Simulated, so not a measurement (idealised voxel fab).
Proc. module: voxel gate over fins
Shown is cross-section cut, with a width of 240 nm and square cells of size 5 nm.
Cross-section layout: square cells on a grid; listed as bands, top to bottom; a band spans one or more cell rows. In this notation a band is specified by the heights of its top and bottom, in that order and in nm, after which its materials appear from left to right, each paired with its width in nm. The word "all across" attached to a single material means that material fills the band from edge to edge; the word "empty" stands for empty space. The level at which height equals 0 is the one under which the wafer, as it arrives, is entirely one material. No lower edge exists for the bottom band, which continues downward and is notated as in "z 0 and below". The two numbers in a width such as "30 to 40" mark its ends across the band: the first belongs to the top row of cells, the second to the bottom row, and from each row to the next the width moves by the same amount. Where a step carries "nothing got changed", the cross-section came out of it unchanged, cell for cell. Each empty space that has no open way to the top and spans at least 8 cells appears under "Unvented internal voids" as width x height at distance, the distance counted from the left edge, all in nm. That trailing text on a step's line, after the settings, is the simulator's own remark on the step. The "overlay nm" setting may appear on a step's line; for a step that uses a mask, it gives how far to the right of its planned position the mask lay, and a negative value indicates the left.
Process steps (planned)
| 1 | RECEIVE, material Si |
| 2 | CONFORMAL_DEP, material SiN, thk nm 10 |
| 3 | MASKED_ETCH, tone cover, mask id FINS, width nm 15, pitch nm 55, etch materials SiN, depth nm 10, overlay nm 0 |
| 4 | MASKED_ETCH, tone cover, mask id FINS, width nm 15, pitch nm 55, etch materials Si, depth nm 30, overlay nm 0 |
| 5 | FILL_DEP, material SiO2, thk nm 10 |
| 6 | CMP, height nm 10 |
| 7 | PATTERN, tone open, mask id RAIL, material resist, width nm 15, thk nm 20, overlay nm 0 |
| 8 | DIRECTIONAL_ETCH, etch materials SiO2, depth nm 35 |
| 9 | STRIP, etch materials resist |
| 10 | CONFORMAL_DEP, material TiN, thk nm 5 |
| 11 | FILL_DEP, material Ru, thk nm 5 |
| 12 | CMP, height nm 10 |
| 13 | SELECTIVE_ETCH, etch materials W Ru TiN, depth nm 30 |
| 14 | FILL_DEP, material SiO2, thk nm 5 |
| 15 | CMP, height nm 10 |
| 16 | SELECTIVE_ETCH, etch materials SiO2, depth nm 20 |
| 17 | STRIP, etch materials SiN |
| 18 | CONFORMAL_DEP, material HfO2, thk nm 5 |
| 19 | CONFORMAL_DEP, material TiN, thk nm 5 |
| 20 | FILL_DEP, material W, thk nm 10 |
| 21 | CMP, height nm 15 |
| 22 | CONFORMAL_DEP, material SiCN, thk nm 10 |
So, the first of our two wafers, run just as we planned it
Wafer at receipt (post step 1), cross-section
> z 0 and below: Si all across
> Unvented internal voids: none
Upon completion of step 2, the wafer appears in cross-section as shown
> z 10 to 0: SiN all across
> Under 0: no change, same as before.
Upon completion of step 3, the wafer appears in cross-section as shown
> z 10 to 0: empty 55 nm; SiN 15 nm; empty 40 nm; SiN 15 nm; empty 40 nm; SiN 15 nm; empty 60 nm
> Under 0: no change, same as before.
Upon completion of step 4, the wafer appears in cross-section as shown
> z 10 to 0: empty 55 nm; SiN 15 nm; empty 40 nm; SiN 15 nm; empty 40 nm; SiN 15 nm; empty 60 nm
> z 0 to -30: empty 55 nm; Si 15 nm; empty 40 nm; Si 15 nm; empty 40 nm; Si 15 nm; empty 60 nm
> Under -30: no change, same as before.
Upon completion of step 5, the wafer appears in cross-section as shown
> z 20 to 10: SiO2 all across
> z 10 to 0: SiO2 55 nm; SiN 15 nm; SiO2 40 nm; SiN 15 nm; SiO2 40 nm; SiN 15 nm; SiO2 60 nm
> z 0 to -30: SiO2 55 nm; Si 15 nm; SiO2 40 nm; Si 15 nm; SiO2 40 nm; Si 15 nm; SiO2 60 nm
> Under -30: no change, same as before.
Upon completion of step 6, the wafer appears in cross-section as shown
> z 10 to 0: SiO2 55 nm; SiN 15 nm; SiO2 40 nm; SiN 15 nm; SiO2 40 nm; SiN 15 nm; SiO2 60 nm
> Under 0: no change, same as before.
Upon completion of step 7, the wafer appears in cross-section as shown
> z 30 to 10: resist 80 nm; empty 15 nm; resist 145 nm
> Under 10: no change, same as before.
Upon completion of step 8, the wafer appears in cross-section as shown
> z 30 to 10: resist 80 nm; empty 15 nm; resist 145 nm
> z 10 to 0: SiO2 55 nm; SiN 15 nm; SiO2 10 nm; empty 15 nm; SiO2 15 nm; SiN 15 nm; SiO2 40 nm; SiN 15 nm; SiO2 60 nm
> z 0 to -25: SiO2 55 nm; Si 15 nm; SiO2 10 nm; empty 15 nm; SiO2 15 nm; Si 15 nm; SiO2 40 nm; Si 15 nm; SiO2 60 nm
> Under -25: no change, same as before.
Upon completion of step 9, the wafer appears in cross-section as shown
> z 10 to 0: SiO2 55 nm; SiN 15 nm; SiO2 10 nm; empty 15 nm; SiO2 15 nm; SiN 15 nm; SiO2 40 nm; SiN 15 nm; SiO2 60 nm
> Under 0: no change, same as before.
Upon completion of step 10, the wafer appears in cross-section as shown
> z 15 to 10: TiN 85 nm; empty 5 nm; TiN 150 nm
> z 10 to 0: SiO2 55 nm; SiN 15 nm; SiO2 10 nm; TiN 5 nm; empty 5 nm; TiN 5 nm; SiO2 15 nm; SiN 15 nm; SiO2 40 nm; SiN 15 nm; SiO2 60 nm
> z 0 to -20: SiO2 55 nm; Si 15 nm; SiO2 10 nm; TiN 5 nm; empty 5 nm; TiN 5 nm; SiO2 15 nm; Si 15 nm; SiO2 40 nm; Si 15 nm; SiO2 60 nm
> z -20 to -25: SiO2 55 nm; Si 15 nm; SiO2 10 nm; TiN 15 nm; SiO2 15 nm; Si 15 nm; SiO2 40 nm; Si 15 nm; SiO2 60 nm
> Under -25: no change, same as before.
Upon completion of step 11, the wafer appears in cross-section as shown
> z 20 to 15: Ru all across
> z 15 to 10: TiN 85 nm; Ru 5 nm; TiN 150 nm
> z 10 to 0: SiO2 55 nm; SiN 15 nm; SiO2 10 nm; TiN 5 nm; Ru 5 nm; TiN 5 nm; SiO2 15 nm; SiN 15 nm; SiO2 40 nm; SiN 15 nm; SiO2 60 nm
> z 0 to -20: SiO2 55 nm; Si 15 nm; SiO2 10 nm; TiN 5 nm; Ru 5 nm; TiN 5 nm; SiO2 15 nm; Si 15 nm; SiO2 40 nm; Si 15 nm; SiO2 60 nm
> Under -20: no change, same as before.
Upon completion of step 12, the wafer appears in cross-section as shown
> z 10 to 0: SiO2 55 nm; SiN 15 nm; SiO2 10 nm; TiN 5 nm; Ru 5 nm; TiN 5 nm; SiO2 15 nm; SiN 15 nm; SiO2 40 nm; SiN 15 nm; SiO2 60 nm
> Under 0: no change, same as before.
Upon completion of step 13, the wafer appears in cross-section as shown
> z 10 to 0: SiO2 55 nm; SiN 15 nm; SiO2 10 nm; empty 15 nm; SiO2 15 nm; SiN 15 nm; SiO2 40 nm; SiN 15 nm; SiO2 60 nm
> z 0 to -20: SiO2 55 nm; Si 15 nm; SiO2 10 nm; empty 15 nm; SiO2 15 nm; Si 15 nm; SiO2 40 nm; Si 15 nm; SiO2 60 nm
> Under -20: no change, same as before.
Upon completion of step 14, the wafer appears in cross-section as shown
> z 15 to 10: SiO2 all across
> z 10 to 0: SiO2 55 nm; SiN 15 nm; SiO2 40 nm; SiN 15 nm; SiO2 40 nm; SiN 15 nm; SiO2 60 nm
> z 0 to -20: SiO2 55 nm; Si 15 nm; SiO2 40 nm; Si 15 nm; SiO2 40 nm; Si 15 nm; SiO2 60 nm
> Under -20: no change, same as before.
Upon completion of step 15, the wafer appears in cross-section as shown
> z 10 to 0: SiO2 55 nm; SiN 15 nm; SiO2 40 nm; SiN 15 nm; SiO2 40 nm; SiN 15 nm; SiO2 60 nm
> Under 0: no change, same as before.
Upon completion of step 16, the wafer appears in cross-section as shown
> z 10 to 0: empty 55 nm; SiN 15 nm; empty 40 nm; SiN 15 nm; empty 40 nm; SiN 15 nm; empty 60 nm
> z 0 to -10: empty 55 nm; Si 15 nm; empty 40 nm; Si 15 nm; empty 40 nm; Si 15 nm; empty 60 nm
> Under -10: no change, same as before.
Upon completion of step 17, the wafer appears in cross-section as shown
> z 0 to -10: empty 55 nm; Si 15 nm; empty 40 nm; Si 15 nm; empty 40 nm; Si 15 nm; empty 60 nm
> Under -10: no change, same as before.
Upon completion of step 18, the wafer appears in cross-section as shown
> z 5 to 0: empty 50 nm; HfO2 25 nm; empty 30 nm; HfO2 25 nm; empty 30 nm; HfO2 25 nm; empty 55 nm
> z 0 to -5: empty 50 nm; HfO2 5 nm; Si 15 nm; HfO2 5 nm; empty 30 nm; HfO2 5 nm; Si 15 nm; HfO2 5 nm; empty 30 nm; HfO2 5 nm; Si 15 nm; HfO2 5 nm; empty 55 nm
> z -5 to -10: HfO2 55 nm; Si 15 nm; HfO2 40 nm; Si 15 nm; HfO2 40 nm; Si 15 nm; HfO2 60 nm
> Under -10: no change, same as before.
Upon completion of step 19, the wafer appears in cross-section as shown
> z 10 to 5: empty 45 nm; TiN 35 nm; empty 20 nm; TiN 35 nm; empty 20 nm; TiN 35 nm; empty 50 nm
> z 5 to 0: empty 45 nm; TiN 5 nm; HfO2 25 nm; TiN 5 nm; empty 20 nm; TiN 5 nm; HfO2 25 nm; TiN 5 nm; empty 20 nm; TiN 5 nm; HfO2 25 nm; TiN 5 nm; empty 50 nm
> z 0 to -5: TiN 50 nm; HfO2 5 nm; Si 15 nm; HfO2 5 nm; TiN 30 nm; HfO2 5 nm; Si 15 nm; HfO2 5 nm; TiN 30 nm; HfO2 5 nm; Si 15 nm; HfO2 5 nm; TiN 55 nm
> Under -5: no change, same as before.
Upon completion of step 20, the wafer appears in cross-section as shown
> z 20 to 10: W all across
> z 10 to 5: W 45 nm; TiN 35 nm; W 20 nm; TiN 35 nm; W 20 nm; TiN 35 nm; W 50 nm
> z 5 to 0: W 45 nm; TiN 5 nm; HfO2 25 nm; TiN 5 nm; W 20 nm; TiN 5 nm; HfO2 25 nm; TiN 5 nm; W 20 nm; TiN 5 nm; HfO2 25 nm; TiN 5 nm; W 50 nm
> Under 0: no change, same as before.
Upon completion of step 21, the wafer appears in cross-section as shown
> z 15 to 10: W all across
> Under 10: no change, same as before.
Upon completion of step 22, the wafer appears in cross-section as shown
> z 25 to 15: SiCN all across
> Under 15: no change, same as before.
Notes, second wafer: start = first wafer's, plan = first wafer's, execution had one mistake; history identical to first through step 18
Cross-section of the second wafer corresponding to the planned conclusion of step 19
> z 20 to 10: empty 35 nm; TiN 165 nm; empty 40 nm
> z 10 to 5: TiN all across
> z 5 to 0: TiN 50 nm; HfO2 25 nm; TiN 30 nm; HfO2 25 nm; TiN 30 nm; HfO2 25 nm; TiN 55 nm
> z 0 to -5: TiN 50 nm; HfO2 5 nm; Si 15 nm; HfO2 5 nm; TiN 30 nm; HfO2 5 nm; Si 15 nm; HfO2 5 nm; TiN 30 nm; HfO2 5 nm; Si 15 nm; HfO2 5 nm; TiN 55 nm
> Under -5: no change, same as before.
Cross-section of the second wafer corresponding to the planned conclusion of step 20
> z 30 to 20: W all across
> z 20 to 10: W 35 nm; TiN 165 nm; W 40 nm
> Under 10: no change, same as before.
Cross-section of the second wafer corresponding to the planned conclusion of step 21
> z 15 to 10: W 35 nm; TiN 165 nm; W 40 nm
> Under 10: no change, same as before.
Cross-section of the second wafer corresponding to the planned conclusion of step 22
> z 25 to 15: SiCN all across
> Under 15: no change, same as before.
Finding, execution versus plan: step 19, actual vs plan mismatch, actual run CONFORMAL_DEP, material TiN, thk nm 15
The closing comparison, in cells, has the second wafer with more or fewer of some materials than the first: 87 more of TiN | 87 fewer of W
